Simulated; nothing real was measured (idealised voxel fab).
process module | voxel self aligned vias
cross-section cut | 210 nm wide | cells 5 nm
A cross-section is a grid of square cells, given in bands from the top down. A band is one or more rows of cells.
Each band's line starts with the height of the band's top and of its bottom, in nm. Then come its materials from left to right, each with its width in nm. One material with "throughout" fills the band from edge to edge. "air" is empty space.
Height 0 is the level under which the wafer as received is all one material. The lowest band goes on downwards, as in "0 down".
A width such as "30 to 40" changes by the same amount from each row of cells to the next, from the band's top row to its bottom row.
"no change" after a step means that no cell of the cross-section changed.
closed voids: empty space of 8 cells or more with no open way to the top, each as width x height at its distance from the left edge, in nm
after a step's settings: what the simulator itself notes on the step
overlay nm, on a step with a mask: how far to the right of its planned place the mask lay; to the left if negative
plan
1 op RECEIVE | material Si
2 op CONFORMAL_DEP | material SiO2 | thk nm 15
3 op CONFORMAL_DEP | material SiCN | thk nm 5
4 op DIRECTIONAL_DEP | material lowk | thk nm 25
5 op DIRECTIONAL_DEP | material aC | thk nm 15
6 op PATTERN | tone open | mask id LINES | material resist | width nm 20 | pitch nm 50 | thk nm 35 | overlay nm 0
7 op DIRECTIONAL_ETCH | etch materials aC | depth nm 5
8 op STRIP | etch materials resist
9 op DIRECTIONAL_ETCH | etch materials lowk | depth nm 25
10 op STRIP | etch materials aC
11 op CONFORMAL_DEP | material TiN | thk nm 5
12 op FILL_DEP | material W | thk nm 5
13 op CMP | height nm 45
14 op SELECTIVE_ETCH | etch materials W Ru TiN | depth nm 5
15 op FILL_DEP | material SiN | thk nm 10
16 op CMP | height nm 45
17 op DIRECTIONAL_DEP | material lowk | thk nm 20
18 op PATTERN | tone open | mask id VIAS | material resist | width nm 30 | thk nm 15 | overlay nm 0
19 op DIRECTIONAL_ETCH | etch materials lowk | depth nm 20
20 op DIRECTIONAL_ETCH | etch materials SiN | depth nm 5
21 op STRIP | etch materials resist
22 op CONFORMAL_DEP | material TiN | thk nm 5
23 op FILL_DEP | material Ru | thk nm 10
24 op CMP | height nm 65
25 op CONFORMAL_DEP | material SiCN | thk nm 5
varied across the wafers: depth nm of step 7. The plan shows the first wafer's value. All wafers start alike
first wafer as received, after step 1
  0 down: Si throughout
  closed voids: none
each wafer at the end: cells of each material gained (+) or lost (-) since it was received, then its closed voids
depth nm 5 | +12 Ru | +84 SiCN | +126 SiO2 | +12 TiN | +354 lowk | closed voids: none
depth nm 10 | +12 Ru | +84 SiCN | +126 SiO2 | +12 TiN | +354 lowk | closed voids: none
depth nm 15 | +14 Ru | +84 SiCN | +4 SiN | +126 SiO2 | +34 TiN | +12 W | +314 lowk | closed voids: none
depth nm 20 | +14 Ru | +84 SiCN | +4 SiN | +126 SiO2 | +34 TiN | +12 W | +314 lowk | closed voids: none
depth nm 25 | +14 Ru | +84 SiCN | +4 SiN | +126 SiO2 | +34 TiN | +12 W | +314 lowk | closed voids: none
depth nm 30 | +14 Ru | +84 SiCN | +4 SiN | +126 SiO2 | +34 TiN | +12 W | +314 lowk | closed voids: none
